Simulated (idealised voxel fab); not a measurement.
Process module heading - voxel gate over fins
The width of the displayed cross-section, cut, is 260 nm; its cells are square, with a size of 5 nm.
Just so we're on the same page, the cross-sections are grids of square cells, and they're listed out in bands top to bottom, each band one or more rows deep. For a band, the entry starts with two heights in nm, that of the top and then that of the bottom, and carries on with the band's materials in order from left to right, each alongside its width in nm; the word "all across" beside a single material means it fills the band edge to edge, and "empty" means empty space. For the purposes of this specification, 0 denotes the height below which the wafer in its as-received condition is composed wholly of one material, and the lowermost band, lacking a lower limit, extends downward without end, as expressed in "0 and below". Think of "30 to 40" as a width that walks from the first number to the second as you go down the band, top row to bottom row, taking equal-sized steps from row to row. Where a step carries "no alteration", the cross-section came out of it unchanged, cell for cell. The list in "Catalogued sealed voids" covers empty spaces of 8 cells or more that cannot reach the top through any open way, and it gives each as width x height at distance; the distance is from the left edge, and width, height and distance are in nm. Anything after a step's settings on that line? It's the simulator's own note about the step. Regarding "overlay nm": on a step with a mask, it is the distance the mask lay to the right of its planned place; a negative value places it to the left.
These are the steps we planned for the process:
1. op RECEIVE | material Si
2. op CONFORMAL_DEP | material SiN | thk nm 10
3. op DIRECTIONAL_DEP | material aC | thk nm 10
4. op PATTERN | tone cover | mask id FINS | material resist | width nm 15 | pitch nm 40 | thk nm 30 | overlay nm 0
5. op DIRECTIONAL_ETCH | etch materials aC | depth nm 10
6. op STRIP | etch materials resist
7. op DIRECTIONAL_ETCH | etch materials SiN | depth nm 10
8. op DIRECTIONAL_ETCH | etch materials Si | depth nm 30
9. op STRIP | etch materials aC
10. op FILL_DEP | material SiO2 | thk nm 5
11. op CMP | height nm 10
12. op SELECTIVE_ETCH | etch materials SiO2 | depth nm 25
13. op STRIP | etch materials SiN
14. op CONFORMAL_DEP | material HfO2 | thk nm 5
15. op CONFORMAL_DEP | material TiN | thk nm 5
16. op CONFORMAL_DEP | material TiAl | thk nm 5
17. op CONFORMAL_DEP | material TiN | thk nm 5
18. op FILL_DEP | material W | thk nm 10
19. op CMP | height nm 25
20. op CONFORMAL_DEP | material SiCN | thk nm 10
What follows covers the first of two wafers; it ran as planned:
Cross-section: wafer on arrival = after step 1:
  0 and below  Si all across
  Catalogued sealed voids: none
The wafer in cross-section once step 2 is complete:
  10 down to 0  SiN all across
  Below a height of 0, the structure has not been altered.
The wafer in cross-section once step 3 is complete:
  20 down to 10  aC all across
  Below a height of 10, the structure has not been altered.
The wafer in cross-section once step 4 is complete:
  50 down to 20  empty 100 | resist 15 | empty 25 | resist 15 | empty 105
  Below a height of 20, the structure has not been altered.
The wafer in cross-section once step 5 is complete:
  40 down to 20  empty 100 | resist 15 | empty 25 | resist 15 | empty 105
  20 down to 10  empty 100 | aC 15 | empty 25 | aC 15 | empty 105
  Below a height of 10, the structure has not been altered.
The wafer in cross-section once step 6 is complete:
  20 down to 10  empty 100 | aC 15 | empty 25 | aC 15 | empty 105
  Below a height of 10, the structure has not been altered.
The wafer in cross-section once step 7 is complete:
  20 down to 10  empty 100 | aC 15 | empty 25 | aC 15 | empty 105
  10 down to 0  empty 100 | SiN 15 | empty 25 | SiN 15 | empty 105
  Below a height of 0, the structure has not been altered.
The wafer in cross-section once step 8 is complete:
  20 down to 10  empty 100 | aC 15 | empty 25 | aC 15 | empty 105
  10 down to 0  empty 100 | SiN 15 | empty 25 | SiN 15 | empty 105
  0 down to -30  empty 100 | Si 15 | empty 25 | Si 15 | empty 105
  Below a height of -30, the structure has not been altered.
The wafer in cross-section once step 9 is complete:
  10 down to 0  empty 100 | SiN 15 | empty 25 | SiN 15 | empty 105
  Below a height of 0, the structure has not been altered.
The wafer in cross-section once step 10 is complete:
  15 down to 10  SiO2 all across
  10 down to 0  SiO2 100 | SiN 15 | SiO2 25 | SiN 15 | SiO2 105
  0 down to -30  SiO2 100 | Si 15 | SiO2 25 | Si 15 | SiO2 105
  Below a height of -30, the structure has not been altered.
The wafer in cross-section once step 11 is complete:
  10 down to 0  SiO2 100 | SiN 15 | SiO2 25 | SiN 15 | SiO2 105
  Below a height of 0, the structure has not been altered.
The wafer in cross-section once step 12 is complete:
  10 down to 0  empty 100 | SiN 15 | empty 25 | SiN 15 | empty 105
  0 down to -15  empty 100 | Si 15 | empty 25 | Si 15 | empty 105
  Below a height of -15, the structure has not been altered.
The wafer in cross-section once step 13 is complete:
  0 down to -15  empty 100 | Si 15 | empty 25 | Si 15 | empty 105
  Below a height of -15, the structure has not been altered.
The wafer in cross-section once step 14 is complete:
  5 down to 0  empty 95 | HfO2 25 | empty 15 | HfO2 25 | empty 100
  0 down to -10  empty 95 | HfO2 5 | Si 15 | HfO2 5 | empty 15 | HfO2 5 | Si 15 | HfO2 5 | empty 100
  -10 down to -15  HfO2 100 | Si 15 | HfO2 25 | Si 15 | HfO2 105
  Below a height of -15, the structure has not been altered.
The wafer in cross-section once step 15 is complete:
  10 down to 5  empty 90 | TiN 35 | empty 5 | TiN 35 | empty 95
  5 down to 0  empty 90 | TiN 5 | HfO2 25 | TiN 5 | empty 5 | TiN 5 | HfO2 25 | TiN 5 | empty 95
  0 down to -5  empty 90 | TiN 5 | HfO2 5 | Si 15 | HfO2 5 | TiN 5 | empty 5 | TiN 5 | HfO2 5 | Si 15 | HfO2 5 | TiN 5 | empty 95
  -5 down to -10  TiN 95 | HfO2 5 | Si 15 | HfO2 5 | TiN 15 | HfO2 5 | Si 15 | HfO2 5 | TiN 100
  Below a height of -10, the structure has not been altered.
The wafer in cross-section once step 16 is complete:
  15 down to 10  empty 85 | TiAl 85 | empty 90
  10 down to 5  empty 85 | TiAl 5 | TiN 35 | TiAl 5 | TiN 35 | TiAl 5 | empty 90
  5 down to 0  empty 85 | TiAl 5 | TiN 5 | HfO2 25 | TiN 5 | TiAl 5 | TiN 5 | HfO2 25 | TiN 5 | TiAl 5 | empty 90
  0 down to -5  TiAl 90 | TiN 5 | HfO2 5 | Si 15 | HfO2 5 | TiN 5 | TiAl 5 | TiN 5 | HfO2 5 | Si 15 | HfO2 5 | TiN 5 | TiAl 95
  Below a height of -5, the structure has not been altered.
The wafer in cross-section once step 17 is complete:
  20 down to 15  empty 80 | TiN 95 | empty 85
  15 down to 10  empty 80 | TiN 5 | TiAl 85 | TiN 5 | empty 85
  10 down to 5  empty 80 | TiN 5 | TiAl 5 | TiN 35 | TiAl 5 | TiN 35 | TiAl 5 | TiN 5 | empty 85
  5 down to 0  TiN 85 | TiAl 5 | TiN 5 | HfO2 25 | TiN 5 | TiAl 5 | TiN 5 | HfO2 25 | TiN 5 | TiAl 5 | TiN 90
  Below a height of 0, the structure has not been altered.
The wafer in cross-section once step 18 is complete:
  30 down to 20  W all across
  20 down to 15  W 80 | TiN 95 | W 85
  15 down to 10  W 80 | TiN 5 | TiAl 85 | TiN 5 | W 85
  10 down to 5  W 80 | TiN 5 | TiAl 5 | TiN 35 | TiAl 5 | TiN 35 | TiAl 5 | TiN 5 | W 85
  Below a height of 5, the structure has not been altered.
The wafer in cross-section once step 19 is complete:
  25 down to 20  W all across
  Below a height of 20, the structure has not been altered.
The wafer in cross-section once step 20 is complete:
  35 down to 25  SiCN all across
  Below a height of 25, the structure has not been altered.
Second of two: same start, same plan, one run error; steps up to and including 15 match the first:
Cross-sectional view of the second wafer at the intended end time of process step 16: no alteration
Cross-sectional view of the second wafer at the intended end time of process step 17:
  15 down to 5  empty 85 | TiN 85 | empty 90
  5 down to 0  empty 85 | TiN 10 | HfO2 25 | TiN 15 | HfO2 25 | TiN 10 | empty 90
  0 down to -10  TiN 95 | HfO2 5 | Si 15 | HfO2 5 | TiN 15 | HfO2 5 | Si 15 | HfO2 5 | TiN 100
  Below a height of -10, the structure has not been altered.
Cross-sectional view of the second wafer at the intended end time of process step 18:
  25 down to 15  W all across
  15 down to 5  W 85 | TiN 85 | W 90
  5 down to 0  W 85 | TiN 10 | HfO2 25 | TiN 15 | HfO2 25 | TiN 10 | W 90
  Below a height of 0, the structure has not been altered.
Cross-sectional view of the second wafer at the intended end time of process step 19: no alteration
Cross-sectional view of the second wafer at the intended end time of process step 20:
  35 down to 25  SiCN all across
  Below a height of 25, the structure has not been altered.
What was done differently from what was planned? plan step 16 never ran because it was skipped
Count the cells at the end and the second wafer has more or fewer of some materials than the first: TiAl -61 | TiN +3 | W +58
